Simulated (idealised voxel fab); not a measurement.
You're looking at the process module voxel gate over fins.
In the cross-section labelled cut, the width is 195 nm and each square cell is 5 nm.
We lay out every cross-section as a grid of square cells and spell it out in bands from the top down, where one band means one or more rows of cells. The band entry comprises the height of the band's top followed by the height of its bottom, expressed in nm, and subsequently the band's materials from left to right, each stated together with its width in nm. Where a single material is marked with the word "throughout", that material fills the band from edge to edge. The word "empty" represents empty space. A quick word on heights: they are counted from 0, and under that level the wafer as it came to us is one material throughout. The lowest band is different from the rest in having no bottom; it simply continues downward, written as in "0 nm and below". The notation "30->40" denotes a width that varies across the rows of cells in the band, beginning at the first number in the top row, finishing at the second number in the bottom row, and changing by an identical amount from each row to the next. What does "nothing altered" mean for a step? It means no cell of the cross-section changed in that step. "Fully closed voids" enumerates empty spaces isolated from the top, with no open way to it, that contain at least 8 cells, giving each as width x height at distance from the left edge, all three in nm. Whatever follows a step's settings on its line is a remark the simulator itself makes about that step. If you see "overlay nm" on a step's line and that step has a mask, it's telling you how far right of where it was planned the mask ended up; a negative number means it went left instead.

The following list gives the planned process steps:
1) RECEIVE: material Si
2) CONFORMAL_DEP: material SiN, thk nm 5
3) PATTERN: tone cover, mask id FINS, material resist, width nm 15, pitch nm 40, thk nm 15, overlay nm 0
4) DIRECTIONAL_ETCH: etch materials SiN, depth nm 5
5) DIRECTIONAL_ETCH: etch materials Si, depth nm 40
6) STRIP: etch materials resist
7) FILL_DEP: material SiO2, thk nm 10
8) CMP: height nm 5
9) SELECTIVE_ETCH: etch materials SiO2, depth nm 20
10) STRIP: etch materials SiN
11) CONFORMAL_DEP: material HfO2, thk nm 5
12) CONFORMAL_DEP: material TiN, thk nm 5
13) CONFORMAL_DEP: material TiAl, thk nm 5
14) CONFORMAL_DEP: material TiN, thk nm 5
15) FILL_DEP: material W, thk nm 15
16) CMP: height nm 30
17) CONFORMAL_DEP: material SiN, thk nm 5

As-received wafer cross-section (after step 1):
	0 nm and below  Si throughout
	Fully closed voids: none

Starting structure and process plan are as shown above, but one mistake was made in running the module; the wafer cross-section at the end of the module follows:
	35 nm to 30 nm  SiN throughout
	30 nm to 25 nm  W (20), TiN (155), W (20)
	25 nm to 20 nm  W (20), TiN (5), TiAl (145), TiN (5), W (20)
	20 nm to 15 nm  W (20), TiN (5), TiAl (5), TiN (135), TiAl (5), TiN (5), W (20)
	15 nm to 10 nm  TiN (25), TiAl (5), TiN (5), HfO2 (125), TiN (5), TiAl (5), TiN (25)
	10 nm to 5 nm  TiAl (30), TiN (5), HfO2 (125), TiN (5), TiAl (30)
	5 nm to 0 nm  TiN (35), HfO2 (125), TiN (35)
	0 nm to -15 nm  HfO2 (50), Si (15), HfO2 (25), Si (15), HfO2 (25), Si (15), HfO2 (50)
	-15 nm to -40 nm  SiO2 (50), Si (15), SiO2 (25), Si (15), SiO2 (25), Si (15), SiO2 (50)
	-40 nm and below  Si throughout
	Fully closed voids: none
what went wrong: it should be noted that step 11 was executed with settings other than those planned, the operation and settings actually applied being CONFORMAL_DEP: material HfO2, thk nm 15
